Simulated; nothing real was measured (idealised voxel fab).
Herein follows the process module entitled voxel air gaps.
For reference, the cross-section in this document is cut, with width 215 nm and square cells of 5 nm.
Cross-sections here: square-cell grids, written as top-down lists of bands, a band being one or more rows of cells. Top, bottom (nm), then materials left to right with widths (nm); lone material tagged "everywhere" fills the whole band edge to edge; "air" = empty space. The level at which height equals 0 is the one under which the wafer, as it arrives, is entirely one material. No lower edge exists for the bottom band, which continues downward and is notated as in "0..down". So if you see something like "30->40" for the width, read it as the top row of the band sitting at the first number and the bottom row at the second, with every row in between moving by the same amount as the last. "stayed the same", as given for a step, is the statement that not any cell of the cross-section underwent a change during that step. In "Unvented internal voids" the enclosed voids are listed, meaning empty spaces of 8 cells or larger without any opening to the top. The form is width x height at distance, distance from the left edge, units nm. If you see something after the settings on a step's line, that's the simulator's own remark about that step. Regarding "overlay nm": on a step with a mask, it is the distance the mask lay to the right of its planned place; a negative value places it to the left.
List of planned process steps:
1) RECEIVE [material Si]
2) CONFORMAL_DEP [material SiO2] [thk nm 10]
3) CONFORMAL_DEP [material SiN] [thk nm 5]
4) DIRECTIONAL_DEP [material SiO2] [thk nm 35]
5) DIRECTIONAL_DEP [material aC] [thk nm 10]
6) PATTERN [tone open] [mask id LINES] [material resist] [width nm 25] [pitch nm 55] [thk nm 25] [overlay nm 0]
7) DIRECTIONAL_ETCH [etch materials aC] [depth nm 10]
8) STRIP [etch materials resist]
9) DIRECTIONAL_ETCH [etch materials SiO2] [depth nm 35]
10) STRIP [etch materials aC]
11) CONFORMAL_DEP [material TiN] [thk nm 5]
12) FILL_DEP [material Cu] [thk nm 5]
13) CMP [height nm 50]
14) EPI [material Ru] [thk nm 10]
15) SELECTIVE_ETCH [etch materials SiO2] [depth nm 45]
16) CONFORMAL_DEP [material SiCN] [thk nm 5]
The following pertains to the first of two wafers, which was processed as planned:
Step 1 complete: cross-section of the wafer as received:
  0..down  Si everywhere
  Unvented internal voids: none
Wafer section view after processing step 2:
  10..0  SiO2 everywhere
  All layers under 0 are left as they were.
Wafer section view after processing step 3:
  15..10  SiN everywhere
  All layers under 10 are left as they were.
Wafer section view after processing step 4:
  50..15  SiO2 everywhere
  All layers under 15 are left as they were.
Wafer section view after processing step 5:
  60..50  aC everywhere
  All layers under 50 are left as they were.
Wafer section view after processing step 6:
  85..60  resist: 40  air: 25  resist: 30  air: 25  resist: 30  air: 25  resist: 40
  All layers under 60 are left as they were.
Wafer section view after processing step 7:
  75..60  resist: 40  air: 25  resist: 30  air: 25  resist: 30  air: 25  resist: 40
  60..50  aC: 40  air: 25  aC: 30  air: 25  aC: 30  air: 25  aC: 40
  All layers under 50 are left as they were.
Wafer section view after processing step 8:
  60..50  aC: 40  air: 25  aC: 30  air: 25  aC: 30  air: 25  aC: 40
  All layers under 50 are left as they were.
Wafer section view after processing step 9:
  60..50  aC: 40  air: 25  aC: 30  air: 25  aC: 30  air: 25  aC: 40
  50..15  SiO2: 40  air: 25  SiO2: 30  air: 25  SiO2: 30  air: 25  SiO2: 40
  All layers under 15 are left as they were.
Wafer section view after processing step 10:
  50..15  SiO2: 40  air: 25  SiO2: 30  air: 25  SiO2: 30  air: 25  SiO2: 40
  All layers under 15 are left as they were.
Wafer section view after processing step 11:
  55..50  TiN: 45  air: 15  TiN: 40  air: 15  TiN: 40  air: 15  TiN: 45
  50..20  SiO2: 40  TiN: 5  air: 15  TiN: 5  SiO2: 30  TiN: 5  air: 15  TiN: 5  SiO2: 30  TiN: 5  air: 15  TiN: 5  SiO2: 40
  20..15  SiO2: 40  TiN: 25  SiO2: 30  TiN: 25  SiO2: 30  TiN: 25  SiO2: 40
  All layers under 15 are left as they were.
Wafer section view after processing step 12:
  60..55  Cu everywhere
  55..50  TiN: 45  Cu: 15  TiN: 40  Cu: 15  TiN: 40  Cu: 15  TiN: 45
  50..20  SiO2: 40  TiN: 5  Cu: 15  TiN: 5  SiO2: 30  TiN: 5  Cu: 15  TiN: 5  SiO2: 30  TiN: 5  Cu: 15  TiN: 5  SiO2: 40
  All layers under 20 are left as they were.
Wafer section view after processing step 13:
  50..20  SiO2: 40  TiN: 5  Cu: 15  TiN: 5  SiO2: 30  TiN: 5  Cu: 15  TiN: 5  SiO2: 30  TiN: 5  Cu: 15  TiN: 5  SiO2: 40
  All layers under 20 are left as they were.
Wafer section view after processing step 14:
  60..50  air: 30  Ru: 45  air: 10  Ru: 45  air: 10  Ru: 45  air: 30
  All layers under 50 are left as they were.
Wafer section view after processing step 15:
  60..50  air: 30  Ru: 45  air: 10  Ru: 45  air: 10  Ru: 45  air: 30
  50..20  air: 40  TiN: 5  Cu: 15  TiN: 5  air: 30  TiN: 5  Cu: 15  TiN: 5  air: 30  TiN: 5  Cu: 15  TiN: 5  air: 40
  20..15  air: 40  TiN: 25  air: 30  TiN: 25  air: 30  TiN: 25  air: 40
  All layers under 15 are left as they were.
Wafer section view after processing step 16:
  65..60  air: 25  SiCN: 165  air: 25
  60..50  air: 25  SiCN: 5  Ru: 45  SiCN: 10  Ru: 45  SiCN: 10  Ru: 45  SiCN: 5  air: 25
  50..45  air: 25  SiCN: 15  TiN: 5  Cu: 15  TiN: 5  SiCN: 30  TiN: 5  Cu: 15  TiN: 5  SiCN: 30  TiN: 5  Cu: 15  TiN: 5  SiCN: 15  air: 25
  45..20  air: 35  SiCN: 5  TiN: 5  Cu: 15  TiN: 5  SiCN: 5  air: 20  SiCN: 5  TiN: 5  Cu: 15  TiN: 5  SiCN: 5  air: 20  SiCN: 5  TiN: 5  Cu: 15  TiN: 5  SiCN: 5  air: 35
  20..15  SiCN: 40  TiN: 25  SiCN: 30  TiN: 25  SiCN: 30  TiN: 25  SiCN: 40
  All layers under 15 are left as they were.
  Unvented internal voids: 20 x 25 at 70; 20 x 25 at 125
Wafer two of two - same starting point, same process plan, one mistake in execution; matches wafer one up to and including step 1:
Cross-section: second wafer, time at which step 2 was scheduled to end:
  10..0  TiN everywhere
  All layers under 0 are left as they were.
Cross-section: second wafer, time at which step 3 was scheduled to end:
  15..10  SiN everywhere
  All layers under 10 are left as they were.
Cross-section: second wafer, time at which step 4 was scheduled to end:
  50..15  SiO2 everywhere
  All layers under 15 are left as they were.
Cross-section: second wafer, time at which step 5 was scheduled to end:
  60..50  aC everywhere
  All layers under 50 are left as they were.
Cross-section: second wafer, time at which step 6 was scheduled to end:
  85..60  resist: 40  air: 25  resist: 30  air: 25  resist: 30  air: 25  resist: 40
  All layers under 60 are left as they were.
Cross-section: second wafer, time at which step 7 was scheduled to end:
  75..60  resist: 40  air: 25  resist: 30  air: 25  resist: 30  air: 25  resist: 40
  60..50  aC: 40  air: 25  aC: 30  air: 25  aC: 30  air: 25  aC: 40
  All layers under 50 are left as they were.
Cross-section: second wafer, time at which step 8 was scheduled to end:
  60..50  aC: 40  air: 25  aC: 30  air: 25  aC: 30  air: 25  aC: 40
  All layers under 50 are left as they were.
Cross-section: second wafer, time at which step 9 was scheduled to end:
  60..50  aC: 40  air: 25  aC: 30  air: 25  aC: 30  air: 25  aC: 40
  50..15  SiO2: 40  air: 25  SiO2: 30  air: 25  SiO2: 30  air: 25  SiO2: 40
  All layers under 15 are left as they were.
Cross-section: second wafer, time at which step 10 was scheduled to end:
  50..15  SiO2: 40  air: 25  SiO2: 30  air: 25  SiO2: 30  air: 25  SiO2: 40
  All layers under 15 are left as they were.
Cross-section: second wafer, time at which step 11 was scheduled to end:
  55..50  TiN: 45  air: 15  TiN: 40  air: 15  TiN: 40  air: 15  TiN: 45
  50..20  SiO2: 40  TiN: 5  air: 15  TiN: 5  SiO2: 30  TiN: 5  air: 15  TiN: 5  SiO2: 30  TiN: 5  air: 15  TiN: 5  SiO2: 40
  20..15  SiO2: 40  TiN: 25  SiO2: 30  TiN: 25  SiO2: 30  TiN: 25  SiO2: 40
  All layers under 15 are left as they were.
Cross-section: second wafer, time at which step 12 was scheduled to end:
  60..55  Cu everywhere
  55..50  TiN: 45  Cu: 15  TiN: 40  Cu: 15  TiN: 40  Cu: 15  TiN: 45
  50..20  SiO2: 40  TiN: 5  Cu: 15  TiN: 5  SiO2: 30  TiN: 5  Cu: 15  TiN: 5  SiO2: 30  TiN: 5  Cu: 15  TiN: 5  SiO2: 40
  All layers under 20 are left as they were.
Cross-section: second wafer, time at which step 13 was scheduled to end:
  50..20  SiO2: 40  TiN: 5  Cu: 15  TiN: 5  SiO2: 30  TiN: 5  Cu: 15  TiN: 5  SiO2: 30  TiN: 5  Cu: 15  TiN: 5  SiO2: 40
  All layers under 20 are left as they were.
Cross-section: second wafer, time at which step 14 was scheduled to end:
  60..50  air: 30  Ru: 45  air: 10  Ru: 45  air: 10  Ru: 45  air: 30
  All layers under 50 are left as they were.
Cross-section: second wafer, time at which step 15 was scheduled to end:
  60..50  air: 30  Ru: 45  air: 10  Ru: 45  air: 10  Ru: 45  air: 30
  50..20  air: 40  TiN: 5  Cu: 15  TiN: 5  air: 30  TiN: 5  Cu: 15  TiN: 5  air: 30  TiN: 5  Cu: 15  TiN: 5  air: 40
  20..15  air: 40  TiN: 25  air: 30  TiN: 25  air: 30  TiN: 25  air: 40
  All layers under 15 are left as they were.
Cross-section: second wafer, time at which step 16 was scheduled to end:
  65..60  air: 25  SiCN: 165  air: 25
  60..50  air: 25  SiCN: 5  Ru: 45  SiCN: 10  Ru: 45  SiCN: 10  Ru: 45  SiCN: 5  air: 25
  50..45  air: 25  SiCN: 15  TiN: 5  Cu: 15  TiN: 5  SiCN: 30  TiN: 5  Cu: 15  TiN: 5  SiCN: 30  TiN: 5  Cu: 15  TiN: 5  SiCN: 15  air: 25
  45..20  air: 35  SiCN: 5  TiN: 5  Cu: 15  TiN: 5  SiCN: 5  air: 20  SiCN: 5  TiN: 5  Cu: 15  TiN: 5  SiCN: 5  air: 20  SiCN: 5  TiN: 5  Cu: 15  TiN: 5  SiCN: 5  air: 35
  20..15  SiCN: 40  TiN: 25  SiCN: 30  TiN: 25  SiCN: 30  TiN: 25  SiCN: 40
  All layers under 15 are left as they were.
  Unvented internal voids: 20 x 25 at 70; 20 x 25 at 125
What was done differently from what was planned? step 2 did not use the planned setting and instead ran as CONFORMAL_DEP [material TiN] [thk nm 10]
Looking at both finished wafers in cells, the second ends up ahead of or behind the first on some materials: -86 SiO2, +86 TiN
